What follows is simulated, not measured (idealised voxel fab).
Name of the process module below: voxel local oxidation
We display cut, a cross-section 290 nm in width whose square cells are each 5 nm.
When this document writes out a cross-section, it uses a grid of square cells and lists it as bands, beginning at the top and moving down, with a band standing for one or more rows of cells.
A band entry consists of two parts. The first gives the height of the band's top and the height of its bottom, in nm. The rest lists the band's materials from left to right, each with its width in nm. A single material labelled with the word "throughout" fills the band from edge to edge, and the word "air" marks empty space.
Heights are reckoned from 0. Under this level, the received wafer is all of one material. The bottommost band is open-ended downward, for example "0 down".
So if you see something like "30 to 40" for the width, read it as the top row of the band sitting at the first number and the bottom row at the second, with every row in between moving by the same amount as the last.
The cross-section has no changed cell in any step marked "nothing different".
If an empty space has no open way to the top and is at least 8 cells in size, "Trapped cavities" lists it, written width x height at distance, where distance is measured from the left edge and every value is in nm.
Anything after a step's settings on that line? It's the simulator's own note about the step.
When a step includes a mask, the "overlay nm" setting on its line states how far to the right of its planned place that mask lay, and negative values state how far to the left.
Intended process steps:
1) RECEIVE [material Si]
2) CONFORMAL_DEP [material SiO2] [thk nm 5]
3) CONFORMAL_DEP [material SiN] [thk nm 10]
4) MASKED_ETCH [tone cover] [mask id ACTIVE] [width nm 100] [pitch nm 140] [etch materials SiN] [depth nm 10] [overlay nm 0]
5) SELECTIVE_ETCH [etch materials SiO2] [depth nm 5]
6) OXIDIZE [depth nm 15]
7) STRIP [etch materials SiN]
First of two wafers - as planned:
Cross-section of the wafer as it came to us, i.e., already through step 1:
0 down: Si throughout
Trapped cavities: none
After step 2:
5 to 0: SiO2 throughout
Note: structure below 0 unchanged.
After step 3:
15 to 5: SiN throughout
Note: structure below 5 unchanged.
After step 4:
15 to 5: 25 air / 100 SiN / 40 air / 100 SiN / 25 air
Note: structure below 5 unchanged.
After step 5:
15 to 5: 25 air / 100 SiN / 40 air / 100 SiN / 25 air
5 to 0: 30 air / 90 SiO2 / 50 air / 90 SiO2 / 30 air
Note: structure below 0 unchanged.
After step 6:
15 to 5: 25 air / 100 SiN / 40 air / 100 SiN / 25 air
5 to 0: 30 air / 90 SiO2 / 50 air / 90 SiO2 / 30 air
0 to -15: 45 SiO2 / 60 Si / 80 SiO2 / 60 Si / 45 SiO2
Note: structure below -15 unchanged.
After step 7:
5 to 0: 30 air / 90 SiO2 / 50 air / 90 SiO2 / 30 air
Note: structure below 0 unchanged.
For the second wafer, take the first wafer's start and plan, then add one mistake made in running it; everything through step 6, that step included, is shared with the first:
Cross-section of the second wafer corresponding to the planned conclusion of step 7:
0 to -15: 45 air / 60 Si / 80 air / 60 Si / 45 air
Note: structure below -15 unchanged.
The mistake made against the process plan was this: step 7 ran as: STRIP [etch materials SiO2]
Upon completion, the second wafer contains, in terms of cells, a greater or smaller amount of certain materials than the first wafer: -138 SiO2
